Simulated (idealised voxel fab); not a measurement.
process module | voxel self aligned contacts
cross-section cut | 245 nm wide | cells 5 nm
A cross-section is a grid of square cells, given in bands from the top down. A band is one or more rows of cells.
Each band's line starts with the height of the band's top and of its bottom, in nm. Then come its materials from left to right, each with its width in nm. One material with "throughout" fills the band from edge to edge. "air" is empty space.
Height 0 is the level under which the wafer as received is all one material. The lowest band goes on downwards, as in "0 down".
A width such as "30 to 40" changes by the same amount from each row of cells to the next, from the band's top row to its bottom row.
"no change" after a step means that no cell of the cross-section changed.
closed voids: empty space of 8 cells or more with no open way to the top, each as width x height at its distance from the left edge, in nm
after a step's settings: what the simulator itself notes on the step
overlay nm, on a step with a mask: how far to the right of its planned place the mask lay; to the left if negative
plan
1 op RECEIVE | material Si
2 op OXIDIZE | depth nm 5
3 op DIRECTIONAL_DEP | material polySi | thk nm 30
4 op DIRECTIONAL_DEP | material SiN | thk nm 15
5 op MASKED_ETCH | tone cover | mask id GATE | width nm 35 | pitch nm 70 | etch materials SiN | depth nm 15 | overlay nm -15
6 op MASKED_ETCH | tone cover | mask id GATE | width nm 35 | pitch nm 70 | etch materials polySi | depth nm 30 | overlay nm 0
7 op CONFORMAL_DEP | material SiN | thk nm 5
8 op DIRECTIONAL_ETCH | etch materials SiN | depth nm 5
9 op FILL_DEP | material SiO2 | thk nm 15
10 op CMP | height nm 50
11 op DIRECTIONAL_DEP | material aC | thk nm 15
12 op PATTERN | tone open | mask id CONTACT | material resist | width nm 55 | pitch nm 70 | thk nm 35 | overlay nm 0
13 op DIRECTIONAL_ETCH | etch materials aC | depth nm 15
14 op STRIP | etch materials resist
15 op DIRECTIONAL_ETCH | etch materials SiO2 | depth nm 55
16 op STRIP | etch materials aC
17 op CONFORMAL_DEP | material TiN | thk nm 5
18 op FILL_DEP | material Ru | thk nm 10
19 op CMP | height nm 50
20 op CONFORMAL_DEP | material SiCN | thk nm 5
varied across the wafers: overlay nm of step 5. The plan shows the first wafer's value. All wafers start alike
first wafer as received, after step 1
  0 down: Si throughout
  closed voids: none
each wafer at the end: cells of each material gained (+) or lost (-) since it was received, then its closed voids
overlay nm -15 | +18 Ru | -49 Si | +49 SiCN | +117 SiN | +162 SiO2 | +62 TiN | +180 polySi | closed voids: none
overlay nm -10 | +32 Ru | -49 Si | +49 SiCN | +117 SiN | +166 SiO2 | +62 TiN | +162 polySi | closed voids: none
overlay nm -5 | +46 Ru | -49 Si | +49 SiCN | +117 SiN | +170 SiO2 | +62 TiN | +144 polySi | closed voids: none
overlay nm 0 | +60 Ru | -49 Si | +49 SiCN | +117 SiN | +174 SiO2 | +62 TiN | +126 polySi | closed voids: none
overlay nm 5 | +46 Ru | -49 Si | +49 SiCN | +117 SiN | +170 SiO2 | +62 TiN | +144 polySi | closed voids: none
overlay nm 10 | +32 Ru | -49 Si | +49 SiCN | +117 SiN | +166 SiO2 | +62 TiN | +162 polySi | closed voids: none
overlay nm 15 | +18 Ru | -49 Si | +49 SiCN | +117 SiN | +162 SiO2 | +62 TiN | +180 polySi | closed voids: none
